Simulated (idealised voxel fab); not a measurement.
process module | voxel double patterning
cross-section cut | 155 nm wide | cells 5 nm
A cross-section is a grid of square cells, given in bands from the top down. A band is one or more rows of cells.
Each band's line starts with the height of the band's top and of its bottom, in nm. Then come its materials from left to right, each with its width in nm. One material with "throughout" fills the band from edge to edge. "air" is empty space.
Height 0 is the level under which the wafer as received is all one material. The lowest band goes on downwards, as in "0 down".
A width such as "30 to 40" changes by the same amount from each row of cells to the next, from the band's top row to its bottom row.
"no change" after a step means that no cell of the cross-section changed.
closed voids: empty space of 8 cells or more with no open way to the top, each as width x height at its distance from the left edge, in nm
after a step's settings: what the simulator itself notes on the step
overlay nm, on a step with a mask: how far to the right of its planned place the mask lay; to the left if negative
plan
1 op RECEIVE | material Si
2 op CONFORMAL_DEP | material SiO2 | thk nm 10
3 op DIRECTIONAL_DEP | material TiN | thk nm 15
4 op DIRECTIONAL_DEP | material SiCN | thk nm 10
5 op DIRECTIONAL_DEP | material aC | thk nm 15
6 op PATTERN | tone open | mask id FIRST | material resist | width nm 15 | pitch nm 50 | thk nm 35 | overlay nm 0
7 op DIRECTIONAL_ETCH | etch materials aC | depth nm 15
8 op STRIP | etch materials resist
9 op DIRECTIONAL_ETCH | etch materials SiCN | depth nm 10
10 op STRIP | etch materials aC
11 op MASKED_ETCH | tone open | mask id SECOND | width nm 15 | pitch nm 50 | etch materials SiCN | depth nm 10 | overlay nm 0
12 op DIRECTIONAL_ETCH | etch materials TiN | depth nm 15
13 op STRIP | etch materials SiCN
varied across the wafers: width nm of step 11. The plan shows the first wafer's value. All wafers start alike
first wafer as received, after step 1
  0 down: Si throughout
  closed voids: none
first wafer at the end, after step 13
  25 to 10: TiN 20 | air 15 | TiN 10 | air 15 | TiN 10 | air 15 | TiN 10 | air 15 | TiN 10 | air 15 | TiN 20
  10 to 0: SiO2 throughout
  0 down: Si throughout
  closed voids: none
last wafer at the end
  25 to 10: TiN 20 | air 15 | TiN 5 | air 45 | TiN 5 | air 45 | TiN 20
  10 to 0: SiO2 throughout
  0 down: Si throughout
  closed voids: none
each wafer at the end: cells of each material gained (+) or lost (-) since it was received, then its closed voids
width nm 15 | +62 SiO2 | +48 TiN | closed voids: none
width nm 20 | +62 SiO2 | +42 TiN | closed voids: none
width nm 25 | +62 SiO2 | +36 TiN | closed voids: none
width nm 30 | +62 SiO2 | +30 TiN | closed voids: none
